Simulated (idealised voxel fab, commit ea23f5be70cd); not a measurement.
This is a process module. Its name is voxel self aligned contacts.
The figure presents cross-section cut, which has a width of 245 nm and is divided into square cells with an edge length of 5 nm.
Reading order for cross-sections: top band down to bottom band. Underlying form: a grid of square cells. Band size: one or more rows of cells. This entry defines a band. It first specifies the height of the band's top and the height of its bottom in nm, and then specifies the band's materials from left to right, stating each material with its width in nm. The word "all across" identifies a single material that fills the band from edge to edge, while the word "empty" identifies empty space. Where do heights start? At 0: under that level the wafer as delivered is made of one material only. And the lowest band has no floor; it just carries on downward, as in "0 and below". The width entry "30 to 40" should be interpreted row by row: the top row of cells in the band takes the first number, the bottom row takes the second number, and the change between adjacent rows is uniform throughout. "nothing altered" for a step: no cell of the cross-section changed in that step. Any empty space of 8 cells or more lacking an open way to the top shows up in "Voids, sealed" as width x height at distance, distance from the left edge, in nm. after a step's settings: what the simulator itself notes on the step. The setting "overlay nm" may be written on the line of a step. When the step uses a mask, the value reports how far to the right of the planned place the mask lay, and a negative value reports that it lay to the left.

The planned process steps are enumerated hereunder:
- 1: RECEIVE: material Si
- 2: CONFORMAL_DEP: material SiO2, thk nm 5
- 3: DIRECTIONAL_DEP: material polySi, thk nm 20
- 4: DIRECTIONAL_DEP: material SiN, thk nm 20
- 5: PATTERN: tone cover, mask id GATE, material resist, width nm 35, pitch nm 70, thk nm 20, overlay nm 0
- 6: DIRECTIONAL_ETCH: etch materials SiN, depth nm 20
- 7: DIRECTIONAL_ETCH: etch materials polySi, depth nm 20
- 8: STRIP: etch materials resist
- 9: CONFORMAL_DEP: material SiN, thk nm 5
- 10: DIRECTIONAL_ETCH: etch materials SiN, depth nm 5
- 11: FILL_DEP: material SiO2, thk nm 10
- 12: CMP: height nm 50
- 13: DIRECTIONAL_DEP: material aC, thk nm 15
- 14: PATTERN: tone open, mask id CONTACT, material resist, width nm 45, pitch nm 70, thk nm 35, overlay nm 0
- 15: DIRECTIONAL_ETCH: etch materials aC, depth nm 15
- 16: STRIP: etch materials resist
- 17: DIRECTIONAL_ETCH: etch materials SiO2, depth nm 50
- 18: STRIP: etch materials aC
- 19: CONFORMAL_DEP: material TiN, thk nm 5
- 20: FILL_DEP: material W, thk nm 5
- 21: CMP: height nm 50
- 22: CONFORMAL_DEP: material SiCN, thk nm 5

Step 1 complete: cross-section of the wafer as received:
- 0 and below | Si all across
- Voids, sealed: none

End-of-module cross-section of the first of two wafers, processed as planned:
- 55 down to 50 | SiCN all across
- 50 down to 45 | SiO2 65 | TiN 15 | W 15 | TiN 15 | SiO2 25 | TiN 15 | W 15 | TiN 15 | SiO2 65
- 45 down to 25 | SiO2 30 | SiN 45 | TiN 5 | W 15 | TiN 5 | SiN 45 | TiN 5 | W 15 | TiN 5 | SiN 45 | SiO2 30
- 25 down to 5 | SiO2 30 | SiN 5 | polySi 35 | SiN 5 | TiN 5 | W 15 | TiN 5 | SiN 5 | polySi 35 | SiN 5 | TiN 5 | W 15 | TiN 5 | SiN 5 | polySi 35 | SiN 5 | SiO2 30
- 5 down to 0 | SiO2 75 | TiN 25 | SiO2 45 | TiN 25 | SiO2 75
- 0 and below | Si all across
- Voids, sealed: none

second wafer at the end: like start, like plan, one mistake:
- 55 down to 50 | SiCN all across
- 50 down to 45 | SiO2 65 | TiN 25 | W 15 | TiN 5 | SiO2 25 | TiN 25 | W 15 | TiN 5 | SiO2 65
- 45 down to 25 | SiO2 40 | SiN 45 | TiN 5 | W 15 | TiN 5 | SiN 45 | TiN 5 | W 15 | TiN 5 | SiN 45 | SiO2 20
- 25 down to 5 | SiO2 40 | SiN 5 | polySi 35 | SiN 5 | TiN 5 | W 15 | TiN 5 | SiN 5 | polySi 35 | SiN 5 | TiN 5 | W 15 | TiN 5 | SiN 5 | polySi 35 | SiN 5 | SiO2 20
- 5 down to 0 | SiO2 85 | TiN 25 | SiO2 45 | TiN 25 | SiO2 65
- 0 and below | Si all across
- Voids, sealed: none
Error vs. plan: planned and actual differ for step 5; actual: PATTERN: tone cover, mask id GATE, material resist, width nm 35, pitch nm 70, thk nm 20, overlay nm 10
Same inventory, different map: at the end, the second wafer holds as many cells of each material as the first, placed elsewhere.
